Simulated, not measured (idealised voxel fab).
The name of this process module is voxel released beams.
Xsec cut, 150 nm wide, square cell size 5 nm.
Reading order for cross-sections: top band down to bottom band. Underlying form: a grid of square cells. Band size: one or more rows of cells. Band: top height; bottom height; in nm. Then, left to right: material with width in nm, for each material. "full width": a single material spanning edge to edge. "air": empty space. Zero point of the height axis is 0; under it, received wafer = one material. Lowest band: continues down indefinitely, "0 -> down". The expression "30 to 40" gives the width at the extremes of the band, the first number at its top row of cells and the second at its bottom row, with the width changing by equal amounts from each row to the next in between. Any step labelled "changes: none" changed none of the cells in the cross-section. Enclosed voids (no open way to top), threshold 8 cells or more, entry "Trapped void list", notation width x height at distance, distance from left edge, nm. Step line, after settings: the simulator's comment on this step. "overlay nm", when on a step's line for a step with a mask, measures how far to the right of its planned place the mask lay; a negative measure means to the left.

-- Set out below are the planned steps of the process
1. RECEIVE [material Si]
2. CONFORMAL_DEP [material Al2O3] [thk nm 5]
3. DIRECTIONAL_DEP [material SiO2] [thk nm 10]
4. PATTERN [tone open] [mask id ANCHOR] [material resist] [width nm 25] [thk nm 20] [overlay nm 0]
5. DIRECTIONAL_ETCH [etch materials SiO2] [depth nm 10]
6. STRIP [etch materials resist]
7. CONFORMAL_DEP [material SiN] [thk nm 10]
8. PATTERN [tone cover] [mask id BEAM] [material resist] [width nm 110] [thk nm 15] [overlay nm 0]
9. DIRECTIONAL_ETCH [etch materials SiN] [depth nm 10]
10. STRIP [etch materials resist]
11. STRIP [etch materials SiO2]

-- So this is the incoming wafer in cross-section - it's already been through step 1
    0 -> down = Si full width
    Trapped void list: none

-- First of two wafers: cross-section at end of module, run per plan
    25 -> 15 = air=15 / SiN=15 / air=5 / SiN=90 / air=25
    15 -> 5 = air=20 / SiN=25 / air=105
    5 -> 0 = Al2O3 full width
    0 -> down = Si full width
    Trapped void list: none

-- Wafer two, end of module, cross-section. Same start, same plan as wafer one. One mistake in the run
    25 -> 15 = air=20 / SiN=10 / air=5 / SiN=95 / air=20
    15 -> 5 = air=20 / SiN=25 / air=105
    5 -> 0 = Al2O3 full width
    0 -> down = Si full width
    Trapped void list: none
Deviation from plan: it should be noted that step 8 was executed with settings other than those planned, the operation and settings actually applied being PATTERN [tone cover] [mask id BEAM] [material resist] [width nm 110] [thk nm 15] [overlay nm 5]
So at the finish, the second wafer's got exactly as many cells of each material as the first, just not in the same spots.
